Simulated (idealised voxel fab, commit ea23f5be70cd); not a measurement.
process module | voxel tone inversion
cross-section cut | 195 nm wide | cells 5 nm
A cross-section is a grid of square cells, given in bands from the top down. A band is one or more rows of cells.
Each band's line starts with the height of the band's top and of its bottom, in nm. Then come its materials from left to right, each with its width in nm. One material with "throughout" fills the band from edge to edge. "air" is empty space.
Height 0 is the level under which the wafer as received is all one material. The lowest band goes on downwards, as in "0 down".
A width such as "30 to 40" changes by the same amount from each row of cells to the next, from the band's top row to its bottom row.
"no change" after a step means that no cell of the cross-section changed.
closed voids: empty space of 8 cells or more with no open way to the top, each as width x height at its distance from the left edge, in nm
after a step's settings: what the simulator itself notes on the step
overlay nm, on a step with a mask: how far to the right of its planned place the mask lay; to the left if negative
Each pair below shows a cross-section before one step and the cross-section after it, down to the lowest band that changed. The line under each pair gives the step between them, with its settings. The pairs can come from different runs of this module on the same starting wafer, so a pair continues from the pair above only where its "before" says so.
before
  0 down: Si throughout
  closed voids: none
after
  10 to 0: SiN throughout
  below 0: unchanged
  closed voids: none
the step between: op CONFORMAL_DEP | material SiN | thk nm 10
before: the cross-section after the pair above
after
  25 to 10: aC throughout
  below 10: unchanged
  closed voids: none
the step between: op DIRECTIONAL_DEP | material aC | thk nm 15
before: the cross-section after the pair above
after
  50 to 25: air 65 | resist 20 | air 25 | resist 20 | air 65
  below 25: unchanged
  closed voids: none
the step between: op PATTERN | tone cover | mask id POSTS | material resist | width nm 20 | pitch nm 45 | thk nm 25 | overlay nm 0
before: the cross-section after the pair above
after
  35 to 25: air 65 | resist 20 | air 25 | resist 20 | air 65
  25 to 10: air 65 | aC 20 | air 25 | aC 20 | air 65
  below 10: unchanged
  closed voids: none
the step between: op DIRECTIONAL_ETCH | etch materials aC | depth nm 15
before: the cross-section after the pair above
after
  25 to 10: air 65 | aC 20 | air 25 | aC 20 | air 65
  below 10: unchanged
  closed voids: none
the step between: op STRIP | etch materials resist
before: the cross-section after the pair above
after
  30 to 25: lowk throughout
  25 to 10: lowk 65 | aC 20 | lowk 25 | aC 20 | lowk 65
  below 10: unchanged
  closed voids: none
the step between: op FILL_DEP | material lowk | thk nm 5
before: the cross-section after the pair above
after
  25 to 10: lowk 65 | aC 20 | lowk 25 | aC 20 | lowk 65
  below 10: unchanged
  closed voids: none
the step between: op CMP | height nm 25
before: the cross-section after the pair above
after
  25 to 10: lowk 65 | air 20 | lowk 25 | air 20 | lowk 65
  below 10: unchanged
  closed voids: none
the step between: op STRIP | etch materials aC
before
  0 down: Si throughout
  closed voids: none
after
  15 to 0: aC throughout
  below 0: unchanged
  closed voids: none
the step between: op DIRECTIONAL_DEP | material aC | thk nm 15
before: the cross-section after the pair above
after
  25 to 15: SiN throughout
  below 15: unchanged
  closed voids: none
the step between: op CONFORMAL_DEP | material SiN | thk nm 10
before: the cross-section after the pair above
after
  50 to 25: air 65 | resist 20 | air 25 | resist 20 | air 65
  below 25: unchanged
  closed voids: none
the step between: op PATTERN | tone cover | mask id POSTS | material resist | width nm 20 | pitch nm 45 | thk nm 25 | overlay nm 0
before: the cross-section after the pair above
after
  35 to 25: air 65 | resist 20 | air 25 | resist 20 | air 65
  below 25: unchanged
  closed voids: none
the step between: op DIRECTIONAL_ETCH | etch materials aC | depth nm 15
before: the cross-section after the pair above
after
  25 to 15: SiN throughout
  below 15: unchanged
  closed voids: none
the step between: op STRIP | etch materials resist
before: the cross-section after the pair above
after
  30 to 25: lowk throughout
  below 25: unchanged
  closed voids: none
the step between: op FILL_DEP | material lowk | thk nm 5
before: the cross-section after the pair above
after
  25 to 15: SiN throughout
  below 15: unchanged
  closed voids: none
the step between: op CMP | height nm 25
before
  30 to 25: lowk throughout
  25 to 10: lowk 65 | aC 20 | lowk 25 | aC 20 | lowk 65
  10 to 0: SiN throughout
  0 down: Si throughout
  closed voids: none
after
  20 to 10: lowk 65 | aC 20 | lowk 25 | aC 20 | lowk 65
  below 10: unchanged
  closed voids: none
the step between: op CMP | height nm 20
before: the cross-section after the pair above
after
  20 to 10: lowk 65 | air 20 | lowk 25 | air 20 | lowk 65
  below 10: unchanged
  closed voids: none
the step between: op STRIP | etch materials aC
before
  25 to 10: aC throughout
  10 to 0: SiN throughout
  0 down: Si throughout
  closed voids: none
after
  50 to 25: air 60 | resist 30 | air 15 | resist 30 | air 60
  below 25: unchanged
  closed voids: none
the step between: op PATTERN | tone cover | mask id POSTS | material resist | width nm 30 | pitch nm 45 | thk nm 25 | overlay nm 0
before: the cross-section after the pair above
after
  35 to 25: air 60 | resist 30 | air 15 | resist 30 | air 60
  25 to 10: air 60 | aC 30 | air 15 | aC 30 | air 60
  below 10: unchanged
  closed voids: none
the step between: op DIRECTIONAL_ETCH | etch materials aC | depth nm 15
before: the cross-section after the pair above
after
  25 to 10: air 60 | aC 30 | air 15 | aC 30 | air 60
  below 10: unchanged
  closed voids: none
the step between: op STRIP | etch materials resist
before: the cross-section after the pair above
after
  30 to 25: lowk throughout
  25 to 10: lowk 60 | aC 30 | lowk 15 | aC 30 | lowk 60
  below 10: unchanged
  closed voids: none
the step between: op FILL_DEP | material lowk | thk nm 5
before: the cross-section after the pair above
after
  25 to 10: lowk 60 | aC 30 | lowk 15 | aC 30 | lowk 60
  below 10: unchanged
  closed voids: none
the step between: op CMP | height nm 25
before: the cross-section after the pair above
after
  25 to 10: lowk 60 | air 30 | lowk 15 | air 30 | lowk 60
  below 10: unchanged
  closed voids: none
the step between: op STRIP | etch materials aC
before
  25 to 10: aC throughout
  10 to 0: SiN throughout
  0 down: Si throughout
  closed voids: none
after
  50 to 25: air 55 | resist 20 | air 25 | resist 20 | air 75
  below 25: unchanged
  closed voids: none
the step between: op PATTERN | tone cover | mask id POSTS | material resist | width nm 20 | pitch nm 45 | thk nm 25 | overlay nm -10
before: the cross-section after the pair above
after
  35 to 25: air 55 | resist 20 | air 25 | resist 20 | air 75
  25 to 10: air 55 | aC 20 | air 25 | aC 20 | air 75
  below 10: unchanged
  closed voids: none
the step between: op DIRECTIONAL_ETCH | etch materials aC | depth nm 15
before: the cross-section after the pair above
after
  25 to 10: air 55 | aC 20 | air 25 | aC 20 | air 75
  below 10: unchanged
  closed voids: none
the step between: op STRIP | etch materials resist
before: the cross-section after the pair above
after
  30 to 25: lowk throughout
  25 to 10: lowk 55 | aC 20 | lowk 25 | aC 20 | lowk 75
  below 10: unchanged
  closed voids: none
the step between: op FILL_DEP | material lowk | thk nm 5
before: the cross-section after the pair above
after
  25 to 10: lowk 55 | aC 20 | lowk 25 | aC 20 | lowk 75
  below 10: unchanged
  closed voids: none
the step between: op CMP | height nm 25
before: the cross-section after the pair above
after
  25 to 10: lowk 55 | air 20 | lowk 25 | air 20 | lowk 75
  below 10: unchanged
  closed voids: none
the step between: op STRIP | etch materials aC
before
  25 to 10: air 65 | aC 20 | air 25 | aC 20 | air 65
  10 to 0: SiN throughout
  0 down: Si throughout
  closed voids: none
after
  30 to 25: SiN throughout
  25 to 10: SiN 65 | aC 20 | SiN 25 | aC 20 | SiN 65
  below 10: unchanged
  closed voids: none
the step between: op FILL_DEP | material SiN | thk nm 5
before: the cross-section after the pair above
after
  25 to 10: SiN 65 | aC 20 | SiN 25 | aC 20 | SiN 65
  below 10: unchanged
  closed voids: none
the step between: op CMP | height nm 25
before: the cross-section after the pair above
after
  25 to 10: SiN 65 | air 20 | SiN 25 | air 20 | SiN 65
  below 10: unchanged
  closed voids: none
the step between: op STRIP | etch materials aC
before
  25 to 10: aC throughout
  10 to 0: SiN throughout
  0 down: Si throughout
  closed voids: none
after
  50 to 25: resist 65 | air 20 | resist 25 | air 20 | resist 65
  below 25: unchanged
  closed voids: none
the step between: op PATTERN | tone open | mask id POSTS | material resist | width nm 20 | pitch nm 45 | thk nm 25 | overlay nm 0
before: the cross-section after the pair above
after
  35 to 25: resist 65 | air 20 | resist 25 | air 20 | resist 65
  25 to 10: aC 65 | air 20 | aC 25 | air 20 | aC 65
  below 10: unchanged
  closed voids: none
the step between: op DIRECTIONAL_ETCH | etch materials aC | depth nm 15
before: the cross-section after the pair above
after
  25 to 10: aC 65 | air 20 | aC 25 | air 20 | aC 65
  below 10: unchanged
  closed voids: none
the step between: op STRIP | etch materials resist
before: the cross-section after the pair above
after
  30 to 25: lowk throughout
  25 to 10: aC 65 | lowk 20 | aC 25 | lowk 20 | aC 65
  below 10: unchanged
  closed voids: none
the step between: op FILL_DEP | material lowk | thk nm 5
before: the cross-section after the pair above
after
  25 to 10: aC 65 | lowk 20 | aC 25 | lowk 20 | aC 65
  below 10: unchanged
  closed voids: none
the step between: op CMP | height nm 25
before: the cross-section after the pair above
after
  25 to 10: air 65 | lowk 20 | air 25 | lowk 20 | air 65
  below 10: unchanged
  closed voids: none
the step between: op STRIP | etch materials aC
